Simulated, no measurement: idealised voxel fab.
voxel self aligned vias: a process module
The cross-section on display is named cut; it measures 225 nm wide, and its cells are 5 nm squares.
Cross-section, as written here: a square-cell grid given band by band from the top down, where a band holds one or more rows of cells.
Within each band entry, the heights of the top and of the bottom of the band appear first, in that order and in nm; the materials of the band then follow from left to right, each with its corresponding width in nm. The designation "all across" on a single material indicates that it fills the band from edge to edge; the designation "empty" indicates empty space.
Heights are expressed relative to 0, this being the level below which the as-received wafer comprises one material exclusively. The lowest band is unbounded in the downward direction and is denoted as in "0..down".
Width spec "30->40" -> top row of cells at first value, bottom row at second value, equal per-row change in between.
What does "no change occurred" mean for a step? It means no cell of the cross-section changed in that step.
"Enclosed internal voids" - sealed voids, min. 8 cells, no opening to top; format: width x height at distance (distance from left edge; nm throughout).
Past the settings on a step's line: simulator remark, on that step.
For masked steps, "overlay nm" on the step line gives how far right of plan the mask actually lay; a minus sign means it lay to the left.
[The process steps that were planned are listed below]
1) RECEIVE | material Si
2) CONFORMAL_DEP | material SiO2 | thk nm 10
3) CONFORMAL_DEP | material SiCN | thk nm 5
4) DIRECTIONAL_DEP | material SiO2 | thk nm 20
5) PATTERN | tone open | mask id LINES | material resist | width nm 30 | pitch nm 65 | thk nm 15 | overlay nm 0
6) DIRECTIONAL_ETCH | etch materials SiO2 | depth nm 20
7) STRIP | etch materials resist
8) CONFORMAL_DEP | material TiN | thk nm 5
9) FILL_DEP | material Ru | thk nm 10
10) CMP | height nm 35
11) SELECTIVE_ETCH | etch materials W Ru TiN | depth nm 5
12) FILL_DEP | material SiN | thk nm 5
13) CMP | height nm 35
14) DIRECTIONAL_DEP | material SiO2 | thk nm 15
15) PATTERN | tone open | mask id VIAS | material resist | width nm 40 | pitch nm 65 | thk nm 15 | overlay nm 0
16) DIRECTIONAL_ETCH | etch materials SiO2 | depth nm 15
17) DIRECTIONAL_ETCH | etch materials SiN | depth nm 5
18) STRIP | etch materials resist
19) CONFORMAL_DEP | material TiN | thk nm 5
20) FILL_DEP | material Cu | thk nm 5
21) CMP | height nm 50
22) CONFORMAL_DEP | material SiCN | thk nm 5
[What follows covers the first of two wafers; it ran as planned]
[Wafer as received: cross-section following step 1]
* 0..down: Si all across
* Enclosed internal voids: none
[State of the wafer after step 2, shown in cross-section]
* 10..0: SiO2 all across
* Nothing below the height 0 has changed.
[State of the wafer after step 3, shown in cross-section]
* 15..10: SiCN all across
* Nothing below the height 10 has changed.
[State of the wafer after step 4, shown in cross-section]
* 35..15: SiO2 all across
* Nothing below the height 15 has changed.
[State of the wafer after step 5, shown in cross-section]
* 50..35: resist: 30 | empty: 30 | resist: 35 | empty: 30 | resist: 35 | empty: 30 | resist: 35
* Nothing below the height 35 has changed.
[State of the wafer after step 6, shown in cross-section]
* 50..35: resist: 30 | empty: 30 | resist: 35 | empty: 30 | resist: 35 | empty: 30 | resist: 35
* 35..15: SiO2: 30 | empty: 30 | SiO2: 35 | empty: 30 | SiO2: 35 | empty: 30 | SiO2: 35
* Nothing below the height 15 has changed.
[State of the wafer after step 7, shown in cross-section]
* 35..15: SiO2: 30 | empty: 30 | SiO2: 35 | empty: 30 | SiO2: 35 | empty: 30 | SiO2: 35
* Nothing below the height 15 has changed.
[State of the wafer after step 8, shown in cross-section]
* 40..35: TiN: 35 | empty: 20 | TiN: 45 | empty: 20 | TiN: 45 | empty: 20 | TiN: 40
* 35..20: SiO2: 30 | TiN: 5 | empty: 20 | TiN: 5 | SiO2: 35 | TiN: 5 | empty: 20 | TiN: 5 | SiO2: 35 | TiN: 5 | empty: 20 | TiN: 5 | SiO2: 35
* 20..15: SiO2: 30 | TiN: 30 | SiO2: 35 | TiN: 30 | SiO2: 35 | TiN: 30 | SiO2: 35
* Nothing below the height 15 has changed.
[State of the wafer after step 9, shown in cross-section]
* 50..40: Ru all across
* 40..35: TiN: 35 | Ru: 20 | TiN: 45 | Ru: 20 | TiN: 45 | Ru: 20 | TiN: 40
* 35..20: SiO2: 30 | TiN: 5 | Ru: 20 | TiN: 5 | SiO2: 35 | TiN: 5 | Ru: 20 | TiN: 5 | SiO2: 35 | TiN: 5 | Ru: 20 | TiN: 5 | SiO2: 35
* Nothing below the height 20 has changed.
[State of the wafer after step 10, shown in cross-section]
* 35..20: SiO2: 30 | TiN: 5 | Ru: 20 | TiN: 5 | SiO2: 35 | TiN: 5 | Ru: 20 | TiN: 5 | SiO2: 35 | TiN: 5 | Ru: 20 | TiN: 5 | SiO2: 35
* Nothing below the height 20 has changed.
[State of the wafer after step 11, shown in cross-section]
* 35..30: SiO2: 30 | empty: 30 | SiO2: 35 | empty: 30 | SiO2: 35 | empty: 30 | SiO2: 35
* Nothing below the height 30 has changed.
[State of the wafer after step 12, shown in cross-section]
* 40..35: SiN all across
* 35..30: SiO2: 30 | SiN: 30 | SiO2: 35 | SiN: 30 | SiO2: 35 | SiN: 30 | SiO2: 35
* Nothing below the height 30 has changed.
[State of the wafer after step 13, shown in cross-section]
* 35..30: SiO2: 30 | SiN: 30 | SiO2: 35 | SiN: 30 | SiO2: 35 | SiN: 30 | SiO2: 35
* Nothing below the height 30 has changed.
[State of the wafer after step 14, shown in cross-section]
* 50..35: SiO2 all across
* Nothing below the height 35 has changed.
[State of the wafer after step 15, shown in cross-section]
* 65..50: resist: 25 | empty: 40 | resist: 25 | empty: 40 | resist: 25 | empty: 40 | resist: 30
* Nothing below the height 50 has changed.
[State of the wafer after step 16, shown in cross-section]
* 65..50: resist: 25 | empty: 40 | resist: 25 | empty: 40 | resist: 25 | empty: 40 | resist: 30
* 50..35: SiO2: 25 | empty: 40 | SiO2: 25 | empty: 40 | SiO2: 25 | empty: 40 | SiO2: 30
* Nothing below the height 35 has changed.
[State of the wafer after step 17, shown in cross-section]
* 65..50: resist: 25 | empty: 40 | resist: 25 | empty: 40 | resist: 25 | empty: 40 | resist: 30
* 50..35: SiO2: 25 | empty: 40 | SiO2: 25 | empty: 40 | SiO2: 25 | empty: 40 | SiO2: 30
* 35..30: SiO2: 30 | empty: 30 | SiO2: 35 | empty: 30 | SiO2: 35 | empty: 30 | SiO2: 35
* Nothing below the height 30 has changed.
[State of the wafer after step 18, shown in cross-section]
* 50..35: SiO2: 25 | empty: 40 | SiO2: 25 | empty: 40 | SiO2: 25 | empty: 40 | SiO2: 30
* Nothing below the height 35 has changed.
[State of the wafer after step 19, shown in cross-section]
* 55..50: TiN: 30 | empty: 30 | TiN: 35 | empty: 30 | TiN: 35 | empty: 30 | TiN: 35
* 50..40: SiO2: 25 | TiN: 5 | empty: 30 | TiN: 5 | SiO2: 25 | TiN: 5 | empty: 30 | TiN: 5 | SiO2: 25 | TiN: 5 | empty: 30 | TiN: 5 | SiO2: 30
* 40..35: SiO2: 25 | TiN: 10 | empty: 20 | TiN: 10 | SiO2: 25 | TiN: 10 | empty: 20 | TiN: 10 | SiO2: 25 | TiN: 10 | empty: 20 | TiN: 10 | SiO2: 30
* 35..30: SiO2: 30 | TiN: 30 | SiO2: 35 | TiN: 30 | SiO2: 35 | TiN: 30 | SiO2: 35
* Nothing below the height 30 has changed.
[State of the wafer after step 20, shown in cross-section]
* 60..55: Cu all across
* 55..50: TiN: 30 | Cu: 30 | TiN: 35 | Cu: 30 | TiN: 35 | Cu: 30 | TiN: 35
* 50..40: SiO2: 25 | TiN: 5 | Cu: 30 | TiN: 5 | SiO2: 25 | TiN: 5 | Cu: 30 | TiN: 5 | SiO2: 25 | TiN: 5 | Cu: 30 | TiN: 5 | SiO2: 30
* 40..35: SiO2: 25 | TiN: 10 | Cu: 20 | TiN: 10 | SiO2: 25 | TiN: 10 | Cu: 20 | TiN: 10 | SiO2: 25 | TiN: 10 | Cu: 20 | TiN: 10 | SiO2: 30
* Nothing below the height 35 has changed.
[State of the wafer after step 21, shown in cross-section]
* 50..40: SiO2: 25 | TiN: 5 | Cu: 30 | TiN: 5 | SiO2: 25 | TiN: 5 | Cu: 30 | TiN: 5 | SiO2: 25 | TiN: 5 | Cu: 30 | TiN: 5 | SiO2: 30
* Nothing below the height 40 has changed.
[State of the wafer after step 22, shown in cross-section]
* 55..50: SiCN all across
* Nothing below the height 50 has changed.
[second wafer: like start, like plan, one mistake. Through step 4 it matches the first wafer]
[At the planned end of step 5, the second wafer in cross-section]
* 50..35: resist: 20 | empty: 30 | resist: 35 | empty: 30 | resist: 35 | empty: 30 | resist: 45
* Nothing below the height 35 has changed.
[At the planned end of step 6, the second wafer in cross-section]
* 50..35: resist: 20 | empty: 30 | resist: 35 | empty: 30 | resist: 35 | empty: 30 | resist: 45
* 35..15: SiO2: 20 | empty: 30 | SiO2: 35 | empty: 30 | SiO2: 35 | empty: 30 | SiO2: 45
* Nothing below the height 15 has changed.
[At the planned end of step 7, the second wafer in cross-section]
* 35..15: SiO2: 20 | empty: 30 | SiO2: 35 | empty: 30 | SiO2: 35 | empty: 30 | SiO2: 45
* Nothing below the height 15 has changed.
[At the planned end of step 8, the second wafer in cross-section]
* 40..35: TiN: 25 | empty: 20 | TiN: 45 | empty: 20 | TiN: 45 | empty: 20 | TiN: 50
* 35..20: SiO2: 20 | TiN: 5 | empty: 20 | TiN: 5 | SiO2: 35 | TiN: 5 | empty: 20 | TiN: 5 | SiO2: 35 | TiN: 5 | empty: 20 | TiN: 5 | SiO2: 45
* 20..15: SiO2: 20 | TiN: 30 | SiO2: 35 | TiN: 30 | SiO2: 35 | TiN: 30 | SiO2: 45
* Nothing below the height 15 has changed.
[At the planned end of step 9, the second wafer in cross-section]
* 50..40: Ru all across
* 40..35: TiN: 25 | Ru: 20 | TiN: 45 | Ru: 20 | TiN: 45 | Ru: 20 | TiN: 50
* 35..20: SiO2: 20 | TiN: 5 | Ru: 20 | TiN: 5 | SiO2: 35 | TiN: 5 | Ru: 20 | TiN: 5 | SiO2: 35 | TiN: 5 | Ru: 20 | TiN: 5 | SiO2: 45
* Nothing below the height 20 has changed.
[At the planned end of step 10, the second wafer in cross-section]
* 35..20: SiO2: 20 | TiN: 5 | Ru: 20 | TiN: 5 | SiO2: 35 | TiN: 5 | Ru: 20 | TiN: 5 | SiO2: 35 | TiN: 5 | Ru: 20 | TiN: 5 | SiO2: 45
* Nothing below the height 20 has changed.
[At the planned end of step 11, the second wafer in cross-section]
* 35..30: SiO2: 20 | empty: 30 | SiO2: 35 | empty: 30 | SiO2: 35 | empty: 30 | SiO2: 45
* Nothing below the height 30 has changed.
[At the planned end of step 12, the second wafer in cross-section]
* 40..35: SiN all across
* 35..30: SiO2: 20 | SiN: 30 | SiO2: 35 | SiN: 30 | SiO2: 35 | SiN: 30 | SiO2: 45
* Nothing below the height 30 has changed.
[At the planned end of step 13, the second wafer in cross-section]
* 35..30: SiO2: 20 | SiN: 30 | SiO2: 35 | SiN: 30 | SiO2: 35 | SiN: 30 | SiO2: 45
* Nothing below the height 30 has changed.
[At the planned end of step 14, the second wafer in cross-section]
* 50..35: SiO2 all across
* Nothing below the height 35 has changed.
[At the planned end of step 15, the second wafer in cross-section]
* 65..50: resist: 25 | empty: 40 | resist: 25 | empty: 40 | resist: 25 | empty: 40 | resist: 30
* Nothing below the height 50 has changed.
[At the planned end of step 16, the second wafer in cross-section]
* 65..50: resist: 25 | empty: 40 | resist: 25 | empty: 40 | resist: 25 | empty: 40 | resist: 30
* 50..35: SiO2: 25 | empty: 40 | SiO2: 25 | empty: 40 | SiO2: 25 | empty: 40 | SiO2: 30
* Nothing below the height 35 has changed.
[At the planned end of step 17, the second wafer in cross-section]
* 65..50: resist: 25 | empty: 40 | resist: 25 | empty: 40 | resist: 25 | empty: 40 | resist: 30
* 50..35: SiO2: 25 | empty: 40 | SiO2: 25 | empty: 40 | SiO2: 25 | empty: 40 | SiO2: 30
* 35..30: SiO2: 20 | SiN: 5 | empty: 25 | SiO2: 35 | SiN: 5 | empty: 25 | SiO2: 35 | SiN: 5 | empty: 25 | SiO2: 45
* Nothing below the height 30 has changed.
[At the planned end of step 18, the second wafer in cross-section]
* 50..35: SiO2: 25 | empty: 40 | SiO2: 25 | empty: 40 | SiO2: 25 | empty: 40 | SiO2: 30
* Nothing below the height 35 has changed.
[At the planned end of step 19, the second wafer in cross-section]
* 55..50: TiN: 30 | empty: 30 | TiN: 35 | empty: 30 | TiN: 35 | empty: 30 | TiN: 35
* 50..40: SiO2: 25 | TiN: 5 | empty: 30 | TiN: 5 | SiO2: 25 | TiN: 5 | empty: 30 | TiN: 5 | SiO2: 25 | TiN: 5 | empty: 30 | TiN: 5 | SiO2: 30
* 40..35: SiO2: 25 | TiN: 5 | empty: 15 | TiN: 20 | SiO2: 25 | TiN: 5 | empty: 15 | TiN: 20 | SiO2: 25 | TiN: 5 | empty: 15 | TiN: 20 | SiO2: 30
* 35..30: SiO2: 20 | SiN: 5 | TiN: 25 | SiO2: 35 | SiN: 5 | TiN: 25 | SiO2: 35 | SiN: 5 | TiN: 25 | SiO2: 45
* Nothing below the height 30 has changed.
[At the planned end of step 20, the second wafer in cross-section]
* 60..55: Cu all across
* 55..50: TiN: 30 | Cu: 30 | TiN: 35 | Cu: 30 | TiN: 35 | Cu: 30 | TiN: 35
* 50..40: SiO2: 25 | TiN: 5 | Cu: 30 | TiN: 5 | SiO2: 25 | TiN: 5 | Cu: 30 | TiN: 5 | SiO2: 25 | TiN: 5 | Cu: 30 | TiN: 5 | SiO2: 30
* 40..35: SiO2: 25 | TiN: 5 | Cu: 15 | TiN: 20 | SiO2: 25 | TiN: 5 | Cu: 15 | TiN: 20 | SiO2: 25 | TiN: 5 | Cu: 15 | TiN: 20 | SiO2: 30
* Nothing below the height 35 has changed.
[At the planned end of step 21, the second wafer in cross-section]
* 50..40: SiO2: 25 | TiN: 5 | Cu: 30 | TiN: 5 | SiO2: 25 | TiN: 5 | Cu: 30 | TiN: 5 | SiO2: 25 | TiN: 5 | Cu: 30 | TiN: 5 | SiO2: 30
* Nothing below the height 40 has changed.
[At the planned end of step 22, the second wafer in cross-section]
* 55..50: SiCN all across
* Nothing below the height 50 has changed.
Nonconformance to the process plan: so step 5 ended up running with a different setting than we planned, it ran as PATTERN | tone open | mask id LINES | material resist | width nm 30 | pitch nm 65 | thk nm 15 | overlay nm -10
Final comparison by cell count, materials where the second wafer has more or fewer than the first: 3 fewer of Cu | 3 more of SiN
